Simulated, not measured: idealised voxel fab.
The document below concerns the process module designated voxel self aligned vias.
Displayed cross-section: cut, width of 170 nm, square cells sized 5 nm.
A cross-section is written here as square cells arranged in a grid, and it is given in bands from the top down, each band taking up one or more rows of cells.
Read a band's entry like this: the first values are the height of its top and the height of its bottom in nm, and what follows is the sequence of materials from left to right, each with its width in nm. Note that "empty" is empty space, and that a single material marked "edge to edge" reaches across the band from edge to edge.
Height reference: 0 = level under which incoming wafer is all one material. Lowest band: no bottom, runs on downward, e.g. "0 nm and below".
The notation "30 to 40" denotes a width that varies across the rows of cells in the band, beginning at the first number in the top row, finishing at the second number in the bottom row, and changing by an identical amount from each row to the next.
Key: "identical to before" - step with no changed cell in the cross-section.
What "Non-vented voids" gives you is every empty space of 8 cells or more that is cut off from the top. Each appears as width x height at distance, with the distance taken from the left edge and width, height and distance all in nm.
It should be noted that, on the line of a given step, the content following the step's settings is a remark produced by the simulator itself with respect to that step.
The optional step-line setting "overlay nm" applies to steps with a mask and quantifies how far to the right of its planned location the mask lay, a negative value indicating leftward placement.

Intended process steps
1. RECEIVE | material Si
2. CONFORMAL_DEP | material SiO2 | thk nm 10
3. CONFORMAL_DEP | material SiCN | thk nm 5
4. DIRECTIONAL_DEP | material SiO2 | thk nm 30
5. DIRECTIONAL_DEP | material aC | thk nm 10
6. PATTERN | tone open | mask id LINES | material resist | width nm 20 | pitch nm 45 | thk nm 25 | overlay nm 0
7. DIRECTIONAL_ETCH | etch materials aC | depth nm 10
8. STRIP | etch materials resist
9. DIRECTIONAL_ETCH | etch materials SiO2 | depth nm 30
10. STRIP | etch materials aC
11. CONFORMAL_DEP | material TiN | thk nm 5
12. FILL_DEP | material W | thk nm 10
13. CMP | height nm 45
14. SELECTIVE_ETCH | etch materials W Ru TiN | depth nm 10
15. FILL_DEP | material SiN | thk nm 10
16. CMP | height nm 45
17. DIRECTIONAL_DEP | material SiO2 | thk nm 15
18. PATTERN | tone open | mask id VIAS | material resist | width nm 30 | pitch nm 45 | thk nm 15 | overlay nm 0
19. DIRECTIONAL_ETCH | etch materials SiO2 | depth nm 15
20. DIRECTIONAL_ETCH | etch materials SiN | depth nm 10
21. STRIP | etch materials resist
22. CONFORMAL_DEP | material TiN | thk nm 5
23. FILL_DEP | material W | thk nm 5
24. CMP | height nm 60
25. CONFORMAL_DEP | material SiCN | thk nm 5

Wafer, first of two, run as planned

Cross-section of the wafer upon arrival, representing the state reached after step 1
0 nm and below  Si edge to edge
Non-vented voids: none

You're looking at a cross-section of the wafer after step 2
10 nm to 0 nm  SiO2 edge to edge
Below 0, the layers are the same as they were.

You're looking at a cross-section of the wafer after step 3
15 nm to 10 nm  SiCN edge to edge
Below 10, the layers are the same as they were.

You're looking at a cross-section of the wafer after step 4
45 nm to 15 nm  SiO2 edge to edge
Below 15, the layers are the same as they were.

You're looking at a cross-section of the wafer after step 5
55 nm to 45 nm  aC edge to edge
Below 45, the layers are the same as they were.

You're looking at a cross-section of the wafer after step 6
80 nm to 55 nm  resist (50) / empty (20) / resist (25) / empty (20) / resist (55)
Below 55, the layers are the same as they were.

You're looking at a cross-section of the wafer after step 7
70 nm to 55 nm  resist (50) / empty (20) / resist (25) / empty (20) / resist (55)
55 nm to 45 nm  aC (50) / empty (20) / aC (25) / empty (20) / aC (55)
Below 45, the layers are the same as they were.

You're looking at a cross-section of the wafer after step 8
55 nm to 45 nm  aC (50) / empty (20) / aC (25) / empty (20) / aC (55)
Below 45, the layers are the same as they were.

You're looking at a cross-section of the wafer after step 9
55 nm to 45 nm  aC (50) / empty (20) / aC (25) / empty (20) / aC (55)
45 nm to 15 nm  SiO2 (50) / empty (20) / SiO2 (25) / empty (20) / SiO2 (55)
Below 15, the layers are the same as they were.

You're looking at a cross-section of the wafer after step 10
45 nm to 15 nm  SiO2 (50) / empty (20) / SiO2 (25) / empty (20) / SiO2 (55)
Below 15, the layers are the same as they were.

You're looking at a cross-section of the wafer after step 11
50 nm to 45 nm  TiN (55) / empty (10) / TiN (35) / empty (10) / TiN (60)
45 nm to 20 nm  SiO2 (50) / TiN (5) / empty (10) / TiN (5) / SiO2 (25) / TiN (5) / empty (10) / TiN (5) / SiO2 (55)
20 nm to 15 nm  SiO2 (50) / TiN (20) / SiO2 (25) / TiN (20) / SiO2 (55)
Below 15, the layers are the same as they were.

You're looking at a cross-section of the wafer after step 12
60 nm to 50 nm  W edge to edge
50 nm to 45 nm  TiN (55) / W (10) / TiN (35) / W (10) / TiN (60)
45 nm to 20 nm  SiO2 (50) / TiN (5) / W (10) / TiN (5) / SiO2 (25) / TiN (5) / W (10) / TiN (5) / SiO2 (55)
Below 20, the layers are the same as they were.

You're looking at a cross-section of the wafer after step 13
45 nm to 20 nm  SiO2 (50) / TiN (5) / W (10) / TiN (5) / SiO2 (25) / TiN (5) / W (10) / TiN (5) / SiO2 (55)
Below 20, the layers are the same as they were.

You're looking at a cross-section of the wafer after step 14
45 nm to 35 nm  SiO2 (50) / empty (20) / SiO2 (25) / empty (20) / SiO2 (55)
Below 35, the layers are the same as they were.

You're looking at a cross-section of the wafer after step 15
55 nm to 45 nm  SiN edge to edge
45 nm to 35 nm  SiO2 (50) / SiN (20) / SiO2 (25) / SiN (20) / SiO2 (55)
Below 35, the layers are the same as they were.

You're looking at a cross-section of the wafer after step 16
45 nm to 35 nm  SiO2 (50) / SiN (20) / SiO2 (25) / SiN (20) / SiO2 (55)
Below 35, the layers are the same as they were.

You're looking at a cross-section of the wafer after step 17
60 nm to 45 nm  SiO2 edge to edge
Below 45, the layers are the same as they were.

You're looking at a cross-section of the wafer after step 18
75 nm to 60 nm  resist (45) / empty (30) / resist (15) / empty (30) / resist (50)
Below 60, the layers are the same as they were.

You're looking at a cross-section of the wafer after step 19
75 nm to 60 nm  resist (45) / empty (30) / resist (15) / empty (30) / resist (50)
60 nm to 45 nm  SiO2 (45) / empty (30) / SiO2 (15) / empty (30) / SiO2 (50)
Below 45, the layers are the same as they were.

You're looking at a cross-section of the wafer after step 20
75 nm to 60 nm  resist (45) / empty (30) / resist (15) / empty (30) / resist (50)
60 nm to 45 nm  SiO2 (45) / empty (30) / SiO2 (15) / empty (30) / SiO2 (50)
45 nm to 35 nm  SiO2 (50) / empty (20) / SiO2 (25) / empty (20) / SiO2 (55)
Below 35, the layers are the same as they were.

You're looking at a cross-section of the wafer after step 21
60 nm to 45 nm  SiO2 (45) / empty (30) / SiO2 (15) / empty (30) / SiO2 (50)
Below 45, the layers are the same as they were.

You're looking at a cross-section of the wafer after step 22
65 nm to 60 nm  TiN (50) / empty (20) / TiN (25) / empty (20) / TiN (55)
60 nm to 50 nm  SiO2 (45) / TiN (5) / empty (20) / TiN (5) / SiO2 (15) / TiN (5) / empty (20) / TiN (5) / SiO2 (50)
50 nm to 40 nm  SiO2 (45 to 50) / TiN (10 to 5) / empty (10) / TiN (10 to 5) / SiO2 (15 to 25) / TiN (10 to 5) / empty (10) / TiN (10 to 5) / SiO2 (50 to 55)
40 nm to 35 nm  SiO2 (50) / TiN (20) / SiO2 (25) / TiN (20) / SiO2 (55)
Below 35, the layers are the same as they were.

You're looking at a cross-section of the wafer after step 23
70 nm to 65 nm  W edge to edge
65 nm to 60 nm  TiN (50) / W (20) / TiN (25) / W (20) / TiN (55)
60 nm to 50 nm  SiO2 (45) / TiN (5) / W (20) / TiN (5) / SiO2 (15) / TiN (5) / W (20) / TiN (5) / SiO2 (50)
50 nm to 40 nm  SiO2 (45 to 50) / TiN (10 to 5) / W (10) / TiN (10 to 5) / SiO2 (15 to 25) / TiN (10 to 5) / W (10) / TiN (10 to 5) / SiO2 (50 to 55)
Below 40, the layers are the same as they were.

You're looking at a cross-section of the wafer after step 24
60 nm to 50 nm  SiO2 (45) / TiN (5) / W (20) / TiN (5) / SiO2 (15) / TiN (5) / W (20) / TiN (5) / SiO2 (50)
Below 50, the layers are the same as they were.

You're looking at a cross-section of the wafer after step 25
65 nm to 60 nm  SiCN edge to edge
Below 60, the layers are the same as they were.

The Second Wafer: Common Origin and Plan, One Mistake in Execution, Identical to the First Through Step 1

when step 2 should have ended: identical to before

When step 3 should have ended
5 nm to 0 nm  SiCN edge to edge
Below 0, the layers are the same as they were.

When step 4 should have ended
35 nm to 5 nm  SiO2 edge to edge
Below 5, the layers are the same as they were.

When step 5 should have ended
45 nm to 35 nm  aC edge to edge
Below 35, the layers are the same as they were.

When step 6 should have ended
70 nm to 45 nm  resist (50) / empty (20) / resist (25) / empty (20) / resist (55)
Below 45, the layers are the same as they were.

When step 7 should have ended
60 nm to 45 nm  resist (50) / empty (20) / resist (25) / empty (20) / resist (55)
45 nm to 35 nm  aC (50) / empty (20) / aC (25) / empty (20) / aC (55)
Below 35, the layers are the same as they were.

When step 8 should have ended
45 nm to 35 nm  aC (50) / empty (20) / aC (25) / empty (20) / aC (55)
Below 35, the layers are the same as they were.

When step 9 should have ended
45 nm to 35 nm  aC (50) / empty (20) / aC (25) / empty (20) / aC (55)
35 nm to 5 nm  SiO2 (50) / empty (20) / SiO2 (25) / empty (20) / SiO2 (55)
Below 5, the layers are the same as they were.

When step 10 should have ended
35 nm to 5 nm  SiO2 (50) / empty (20) / SiO2 (25) / empty (20) / SiO2 (55)
Below 5, the layers are the same as they were.

When step 11 should have ended
40 nm to 35 nm  TiN (55) / empty (10) / TiN (35) / empty (10) / TiN (60)
35 nm to 10 nm  SiO2 (50) / TiN (5) / empty (10) / TiN (5) / SiO2 (25) / TiN (5) / empty (10) / TiN (5) / SiO2 (55)
10 nm to 5 nm  SiO2 (50) / TiN (20) / SiO2 (25) / TiN (20) / SiO2 (55)
Below 5, the layers are the same as they were.

When step 12 should have ended
50 nm to 40 nm  W edge to edge
40 nm to 35 nm  TiN (55) / W (10) / TiN (35) / W (10) / TiN (60)
35 nm to 10 nm  SiO2 (50) / TiN (5) / W (10) / TiN (5) / SiO2 (25) / TiN (5) / W (10) / TiN (5) / SiO2 (55)
Below 10, the layers are the same as they were.

When step 13 should have ended
45 nm to 40 nm  W edge to edge
Below 40, the layers are the same as they were.

When step 14 should have ended
35 nm to 10 nm  SiO2 (50) / TiN (5) / W (10) / TiN (5) / SiO2 (25) / TiN (5) / W (10) / TiN (5) / SiO2 (55)
Below 10, the layers are the same as they were.

When step 15 should have ended
45 nm to 35 nm  SiN edge to edge
Below 35, the layers are the same as they were.

when step 16 should have ended: identical to before

When step 17 should have ended
60 nm to 45 nm  SiO2 edge to edge
Below 45, the layers are the same as they were.

When step 18 should have ended
75 nm to 60 nm  resist (45) / empty (30) / resist (15) / empty (30) / resist (50)
Below 60, the layers are the same as they were.

When step 19 should have ended
75 nm to 60 nm  resist (45) / empty (30) / resist (15) / empty (30) / resist (50)
60 nm to 45 nm  SiO2 (45) / empty (30) / SiO2 (15) / empty (30) / SiO2 (50)
Below 45, the layers are the same as they were.

When step 20 should have ended
75 nm to 60 nm  resist (45) / empty (30) / resist (15) / empty (30) / resist (50)
60 nm to 45 nm  SiO2 (45) / empty (30) / SiO2 (15) / empty (30) / SiO2 (50)
45 nm to 35 nm  SiN (45) / empty (30) / SiN (15) / empty (30) / SiN (50)
Below 35, the layers are the same as they were.

When step 21 should have ended
60 nm to 45 nm  SiO2 (45) / empty (30) / SiO2 (15) / empty (30) / SiO2 (50)
Below 45, the layers are the same as they were.

When step 22 should have ended
65 nm to 60 nm  TiN (50) / empty (20) / TiN (25) / empty (20) / TiN (55)
60 nm to 45 nm  SiO2 (45) / TiN (5) / empty (20) / TiN (5) / SiO2 (15) / TiN (5) / empty (20) / TiN (5) / SiO2 (50)
45 nm to 40 nm  SiN (45) / TiN (5) / empty (20) / TiN (5) / SiN (15) / TiN (5) / empty (20) / TiN (5) / SiN (50)
40 nm to 35 nm  SiN (45) / TiN (30) / SiN (15) / TiN (30) / SiN (50)
Below 35, the layers are the same as they were.

When step 23 should have ended
70 nm to 65 nm  W edge to edge
65 nm to 60 nm  TiN (50) / W (20) / TiN (25) / W (20) / TiN (55)
60 nm to 45 nm  SiO2 (45) / TiN (5) / W (20) / TiN (5) / SiO2 (15) / TiN (5) / W (20) / TiN (5) / SiO2 (50)
45 nm to 40 nm  SiN (45) / TiN (5) / W (20) / TiN (5) / SiN (15) / TiN (5) / W (20) / TiN (5) / SiN (50)
Below 40, the layers are the same as they were.

When step 24 should have ended
60 nm to 45 nm  SiO2 (45) / TiN (5) / W (20) / TiN (5) / SiO2 (15) / TiN (5) / W (20) / TiN (5) / SiO2 (50)
Below 45, the layers are the same as they were.

When step 25 should have ended
65 nm to 60 nm  SiCN edge to edge
Below 60, the layers are the same as they were.
In executing the process, a mistake was made relative to the plan: plan step 2 skipped
Final cells, second wafer relative to first, materials higher or lower: +44 SiN, -68 SiO2, +8 TiN, +16 W
